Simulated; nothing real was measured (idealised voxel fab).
process module | voxel self aligned vias
cross-section cut | 190 nm wide | cells 5 nm
A cross-section is a grid of square cells, given in bands from the top down. A band is one or more rows of cells.
Each band's line starts with the height of the band's top and of its bottom, in nm. Then come its materials from left to right, each with its width in nm. One material with "throughout" fills the band from edge to edge. "air" is empty space.
Height 0 is the level under which the wafer as received is all one material. The lowest band goes on downwards, as in "0 down".
A width such as "30 to 40" changes by the same amount from each row of cells to the next, from the band's top row to its bottom row.
"no change" after a step means that no cell of the cross-section changed.
closed voids: empty space of 8 cells or more with no open way to the top, each as width x height at its distance from the left edge, in nm
after a step's settings: what the simulator itself notes on the step
overlay nm, on a step with a mask: how far to the right of its planned place the mask lay; to the left if negative
plan
1 op RECEIVE | material Si
2 op CONFORMAL_DEP | material SiO2 | thk nm 10
3 op CONFORMAL_DEP | material SiCN | thk nm 5
4 op DIRECTIONAL_DEP | material SiO2 | thk nm 25
5 op PATTERN | tone open | mask id LINES | material resist | width nm 30 | pitch nm 80 | thk nm 20 | overlay nm 0
6 op DIRECTIONAL_ETCH | etch materials SiO2 | depth nm 25
7 op STRIP | etch materials resist
8 op CONFORMAL_DEP | material TiN | thk nm 5
9 op FILL_DEP | material Ru | thk nm 10
10 op CMP | height nm 40
11 op SELECTIVE_ETCH | etch materials W Ru TiN | depth nm 10
12 op FILL_DEP | material SiN | thk nm 10
13 op CMP | height nm 40
14 op DIRECTIONAL_DEP | material SiO2 | thk nm 15
15 op MASKED_ETCH | tone open | mask id VIAS | width nm 50 | pitch nm 80 | etch materials SiO2 | depth nm 15 | overlay nm 0
16 op MASKED_ETCH | tone open | mask id VIAS | width nm 50 | pitch nm 80 | etch materials SiN | depth nm 10 | overlay nm 0
17 op CONFORMAL_DEP | material TiN | thk nm 5
18 op FILL_DEP | material Cu | thk nm 10
19 op CMP | height nm 55
20 op CONFORMAL_DEP | material SiCN | thk nm 5
as received, after step 1
  0 down: Si throughout
  closed voids: none
first wafer at the end, as planned
  60 to 55: SiCN throughout
  55 to 45: SiO2 30 | TiN 5 | Cu 40 | TiN 5 | SiO2 30 | TiN 5 | Cu 40 | TiN 5 | SiO2 30
  45 to 35: SiO2 30 to 40 | TiN 15 to 5 | Cu 20 | TiN 15 to 5 | SiO2 30 to 50 | TiN 15 to 5 | Cu 20 | TiN 15 to 5 | SiO2 30 to 40
  35 to 30: SiO2 40 | TiN 30 | SiO2 50 | TiN 30 | SiO2 40
  30 to 20: SiO2 40 | TiN 5 | Ru 20 | TiN 5 | SiO2 50 | TiN 5 | Ru 20 | TiN 5 | SiO2 40
  20 to 15: SiO2 40 | TiN 30 | SiO2 50 | TiN 30 | SiO2 40
  15 to 10: SiCN throughout
  10 to 0: SiO2 throughout
  0 down: Si throughout
  closed voids: none
second wafer at the end: like start, like plan, one mistake
  60 to 55: SiCN throughout
  55 to 45: SiO2 30 | TiN 5 | Cu 40 | TiN 5 | SiO2 30 | TiN 5 | Cu 40 | TiN 5 | SiO2 30
  45 to 35: SiO2 30 | TiN 5 | Cu 20 | TiN 25 to 5 | SiO2 30 to 50 | TiN 5 | Cu 20 | TiN 25 to 5 | SiO2 30 to 50
  35 to 30: SiO2 30 | TiN 30 | SiO2 50 | TiN 30 | SiO2 50
  30 to 20: SiO2 30 | TiN 5 | Ru 20 | TiN 5 | SiO2 50 | TiN 5 | Ru 20 | TiN 5 | SiO2 50
  20 to 15: SiO2 30 | TiN 30 | SiO2 50 | TiN 30 | SiO2 50
  15 to 10: SiCN throughout
  10 to 0: SiO2 throughout
  0 down: Si throughout
  closed voids: none
what went wrong: step 5 ran as: op PATTERN | tone open | mask id LINES | material resist | width nm 30 | pitch nm 80 | thk nm 20 | overlay nm -10
at the end the second wafer has, in cells: as many of each material as the first, in other places
